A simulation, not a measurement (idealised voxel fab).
Presented below is a process module, voxel capacitor over wiring.
It is cross-section cut that appears here, measuring 155 nm in width, its square cells being 5 nm in size.
When this document writes out a cross-section, it uses a grid of square cells and lists it as bands, beginning at the top and moving down, with a band standing for one or more rows of cells.
What a band's entry tells you: where the top is and where the bottom is, as heights in nm, and after that what lies inside, material by material from left to right, each with its width in nm. Empty space is written as the word "air", and a single material marked with the word "all across" occupies the band from edge to edge.
Beneath 0, the wafer as received is one material, and that level is where height counting begins. The lowest band goes on downward without a bottom; it is written like "top 0, no bottom".
So if you see something like "30->40" for the width, read it as the top row of the band sitting at the first number and the bottom row at the second, with every row in between moving by the same amount as the last.
You'll sometimes find "nothing was modified" written for a step, and that's the way of saying that nowhere in the cross-section did a cell change during that step.
Each empty space that has no open way to the top and spans at least 8 cells appears under "Closed-off voids" as width x height at distance, the distance counted from the left edge, all in nm.
Read whatever lies past the settings on a step's line as the simulator's own remark about the step.
You can add "overlay nm" to a step's line. For a step with a mask, it describes how far the mask lay to the right of its planned position, and a negative number describes a lay to the left.

### Process steps (planned)
| 1 | RECEIVE, material Si |
| 2 | CONFORMAL_DEP, material SiO2, thk nm 10 |
| 3 | CONFORMAL_DEP, material SiCN, thk nm 5 |
| 4 | DIRECTIONAL_DEP, material SiO2, thk nm 15 |
| 5 | DIRECTIONAL_DEP, material aC, thk nm 15 |
| 6 | PATTERN, tone open, mask id METAL_1, material resist, width nm 20, pitch nm 80, thk nm 35, overlay nm 0 |
| 7 | DIRECTIONAL_ETCH, etch materials aC, depth nm 15 |
| 8 | STRIP, etch materials resist |
| 9 | DIRECTIONAL_ETCH, etch materials SiO2, depth nm 15 |
| 10 | DIRECTIONAL_ETCH, etch materials SiCN, depth nm 5 |
| 11 | STRIP, etch materials aC |
| 12 | CONFORMAL_DEP, material TiN, thk nm 5 |
| 13 | FILL_DEP, material Ru, thk nm 5 |
| 14 | CMP, height nm 30 |
| 15 | EPI, material Ru, thk nm 5 |
| 16 | FILL_DEP, material SiCN, thk nm 5 |
| 17 | DIRECTIONAL_DEP, material lowk, thk nm 10 |
| 18 | MASKED_ETCH, tone open, mask id PLUG_1, width nm 15, etch materials lowk, depth nm 10, overlay nm 0 |
| 19 | MASKED_ETCH, tone open, mask id PLUG_1, width nm 15, etch materials SiCN, depth nm 5, overlay nm 0 |
| 20 | CONFORMAL_DEP, material TiN, thk nm 5 |
| 21 | FILL_DEP, material W, thk nm 5 |
| 22 | CMP, height nm 50 |
| 23 | DIRECTIONAL_DEP, material TiN, thk nm 5 |
| 24 | DIRECTIONAL_DEP, material HfO2, thk nm 5 |
| 25 | DIRECTIONAL_DEP, material TiN, thk nm 10 |
| 26 | DIRECTIONAL_DEP, material aC, thk nm 15 |
| 27 | PATTERN, tone cover, mask id UPPER_PLATE, material resist, width nm 65, thk nm 30, overlay nm 0 |
| 28 | DIRECTIONAL_ETCH, etch materials aC, depth nm 15 |
| 29 | STRIP, etch materials resist |
| 30 | DIRECTIONAL_ETCH, etch materials TiN, depth nm 10 |
| 31 | DIRECTIONAL_ETCH, etch materials HfO2, depth nm 5 |
| 32 | STRIP, etch materials aC |
| 33 | MASKED_ETCH, tone cover, mask id LOWER_PLATE, width nm 75, etch materials TiN, depth nm 5, overlay nm -10 |
| 34 | FILL_DEP, material SiO2, thk nm 20 |
| 35 | CMP, height nm 85 |
| 36 | DIRECTIONAL_DEP, material aC, thk nm 15 |
| 37 | PATTERN, tone open, mask id PLUG_2, material resist, width nm 15, thk nm 30, overlay nm 0 |
| 38 | DIRECTIONAL_ETCH, etch materials aC, depth nm 15 |
| 39 | STRIP, etch materials resist |
| 40 | DIRECTIONAL_ETCH, etch materials SiO2, depth nm 15 |
| 41 | STRIP, etch materials aC |
| 42 | CONFORMAL_DEP, material TiN, thk nm 5 |
| 43 | FILL_DEP, material Cu, thk nm 10 |
| 44 | CMP, height nm 85 |
| 45 | CONFORMAL_DEP, material SiN, thk nm 5 |
The value of overlay nm given for step 33 in the plan refers to the first wafer; the wafers vary in this setting and are alike at the start.

### First of several wafers (as received, post step 1), cross-sectional view
* top 0, no bottom | Si all across
* Closed-off voids: none

### Here's the first of several wafers in cross-section, end of the module, after the last step, step 45
* top 90, bottom 85 | SiN all across
* top 85, bottom 75 | SiO2: 40 | TiN: 5 | Cu: 5 | TiN: 5 | SiO2: 100
* top 75, bottom 65 | SiO2: 40->30 | TiN: 15->60 | SiO2: 100->65
* top 65, bottom 60 | SiO2: 30 | TiN: 65 | SiO2: 60
* top 60, bottom 55 | SiO2: 30 | HfO2: 65 | SiO2: 60
* top 55, bottom 50 | SiO2: 15 | TiN: 80 | SiO2: 60
* top 50, bottom 40 | lowk: 30 | TiN: 5 | W: 5 | TiN: 5 | lowk: 110
* top 40, bottom 35 | SiCN: 30 | TiN: 15 | SiCN: 110
* top 35, bottom 30 | SiCN: 20 | Ru: 30 | SiCN: 50 | Ru: 30 | SiCN: 25
* top 30, bottom 15 | SiO2: 25 | TiN: 5 | Ru: 10 | TiN: 5 | SiO2: 60 | TiN: 5 | Ru: 10 | TiN: 5 | SiO2: 30
* top 15, bottom 10 | SiCN: 25 | TiN: 20 | SiCN: 60 | TiN: 20 | SiCN: 30
* top 10, bottom 0 | SiO2 all across
* top 0, no bottom | Si all across
* Closed-off voids: none

### Of the several wafers, the last: cross-section at the end of the module
* top 90, bottom 85 | SiN all across
* top 85, bottom 75 | SiO2: 40 | TiN: 5 | Cu: 5 | TiN: 5 | SiO2: 100
* top 75, bottom 65 | SiO2: 40 | TiN: 15->55 | SiO2: 100->60
* top 65, bottom 60 | SiO2: 30 | TiN: 65 | SiO2: 60
* top 60, bottom 55 | SiO2: 30 | HfO2: 65 | SiO2: 60
* top 55, bottom 50 | SiO2: 30 | TiN: 85 | SiO2: 40
* top 50, bottom 40 | lowk: 30 | TiN: 5 | W: 5 | TiN: 5 | lowk: 110
* top 40, bottom 35 | SiCN: 30 | TiN: 15 | SiCN: 110
* top 35, bottom 30 | SiCN: 20 | Ru: 30 | SiCN: 50 | Ru: 30 | SiCN: 25
* top 30, bottom 15 | SiO2: 25 | TiN: 5 | Ru: 10 | TiN: 5 | SiO2: 60 | TiN: 5 | Ru: 10 | TiN: 5 | SiO2: 30
* top 15, bottom 10 | SiCN: 25 | TiN: 20 | SiCN: 60 | TiN: 20 | SiCN: 30
* top 10, bottom 0 | SiO2 all across
* top 0, no bottom | Si all across
* Closed-off voids: none

### Below: a row per wafer. Contents at end of module: for every material, cells gained since receipt (+) or lost since receipt (-); then closed voids
overlay nm -10; +2 Cu; +13 HfO2; +24 Ru; +70 SiCN; +31 SiN; +285 SiO2; +75 TiN; +2 W; +56 lowk; Closed-off voids: none
overlay nm -5; +2 Cu; +13 HfO2; +24 Ru; +70 SiCN; +31 SiN; +285 SiO2; +75 TiN; +2 W; +56 lowk; Closed-off voids: none
overlay nm 0; +2 Cu; +13 HfO2; +24 Ru; +70 SiCN; +31 SiN; +285 SiO2; +75 TiN; +2 W; +56 lowk; Closed-off voids: none
overlay nm 5; +2 Cu; +13 HfO2; +24 Ru; +70 SiCN; +31 SiN; +285 SiO2; +75 TiN; +2 W; +56 lowk; Closed-off voids: none
overlay nm 10; +2 Cu; +13 HfO2; +24 Ru; +70 SiCN; +31 SiN; +285 SiO2; +75 TiN; +2 W; +56 lowk; Closed-off voids: none
overlay nm 15; +2 Cu; +13 HfO2; +24 Ru; +70 SiCN; +31 SiN; +285 SiO2; +75 TiN; +2 W; +56 lowk; Closed-off voids: none
